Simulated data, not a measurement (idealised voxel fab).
You're looking at the process module voxel fin reveal.
The width of the displayed cross-section, cut, is 205 nm; its cells are square, with a size of 5 nm.
Throughout this document, each cross-section is represented as a grid of square cells and is presented as a sequence of bands enumerated from the top downward, where a band comprises one or more rows of cells. Each band's line starts with the height of the band's top and of its bottom, in nm. Then come its materials from left to right, each with its width in nm. One material with "full width" fills the band from edge to edge. "air" is empty space. We count height from 0. Below that, the starting wafer is all one material. The lowest band never ends at the bottom but goes on down; see "0 -> down" for how that is written. Note: "30..40" means the width goes from the first number (top row of the band) to the second number (bottom row) in equal steps per row of cells. No cell of the cross-section changed in a step that is given as "changes: none". "Enclosed internal cavities" - sealed voids, min. 8 cells, no opening to top; format: width x height at distance (distance from left edge; nm throughout). On each step's line, the part that comes after the settings is the simulator's own comment on the step. Among the settings permitted on a step's line is "overlay nm"; applied to a step with a mask, it specifies the extent to which the mask lay to the right of its planned position, whereas a negative figure signifies a position to the left.

**Process steps foreseen in the plan**
step 1: RECEIVE, material Si
step 2: CONFORMAL_DEP, material SiN, thk nm 10
step 3: DIRECTIONAL_DEP, material aC, thk nm 10
step 4: PATTERN, tone cover, mask id FINS, material resist, width nm 15, pitch nm 35, thk nm 30, overlay nm 0
step 5: DIRECTIONAL_ETCH, etch materials aC, depth nm 10
step 6: STRIP, etch materials resist
step 7: DIRECTIONAL_ETCH, etch materials SiN, depth nm 10
step 8: DIRECTIONAL_ETCH, etch materials Si, depth nm 35
step 9: STRIP, etch materials aC
step 10: FILL_DEP, material SiO2, thk nm 5
step 11: CMP, height nm 10
step 12: SELECTIVE_ETCH, etch materials SiO2, depth nm 20
step 13: STRIP, etch materials SiN
step 14: CONFORMAL_DEP, material HfO2, thk nm 5

**Cross-section of the incoming wafer, state after step 1**
- 0 -> down | Si full width
- Enclosed internal cavities: none

**First wafer of two, sectioned at end of module; run went per plan**
- 5 -> 0 | 55 air, then 25 HfO2, then 10 air, then 25 HfO2, then 10 air, then 25 HfO2, then 55 air
- 0 -> -5 | 55 air, then 5 HfO2, then 15 Si, then 5 HfO2, then 10 air, then 5 HfO2, then 15 Si, then 5 HfO2, then 10 air, then 5 HfO2, then 15 Si, then 5 HfO2, then 55 air
- -5 -> -10 | 60 HfO2, then 15 Si, then 20 HfO2, then 15 Si, then 20 HfO2, then 15 Si, then 60 HfO2
- -10 -> -35 | 60 SiO2, then 15 Si, then 20 SiO2, then 15 Si, then 20 SiO2, then 15 Si, then 60 SiO2
- -35 -> down | Si full width
- Enclosed internal cavities: none

**Second wafer cross-section at end of module - shared start and plan with the first, one mistake in the run**
- 5 -> 0 | 60 air, then 25 HfO2, then 10 air, then 25 HfO2, then 10 air, then 25 HfO2, then 50 air
- 0 -> -5 | 60 air, then 5 HfO2, then 15 Si, then 5 HfO2, then 10 air, then 5 HfO2, then 15 Si, then 5 HfO2, then 10 air, then 5 HfO2, then 15 Si, then 5 HfO2, then 50 air
- -5 -> -10 | 65 HfO2, then 15 Si, then 20 HfO2, then 15 Si, then 20 HfO2, then 15 Si, then 55 HfO2
- -10 -> -35 | 65 SiO2, then 15 Si, then 20 SiO2, then 15 Si, then 20 SiO2, then 15 Si, then 55 SiO2
- -35 -> down | Si full width
- Enclosed internal cavities: none
Processing error: step 4 did not happen as planned, as run it was PATTERN, tone cover, mask id FINS, material resist, width nm 15, pitch nm 35, thk nm 30, overlay nm 5
Matching per-material cell counts, mismatched positions: that is how the second wafer compares with the first at the end.
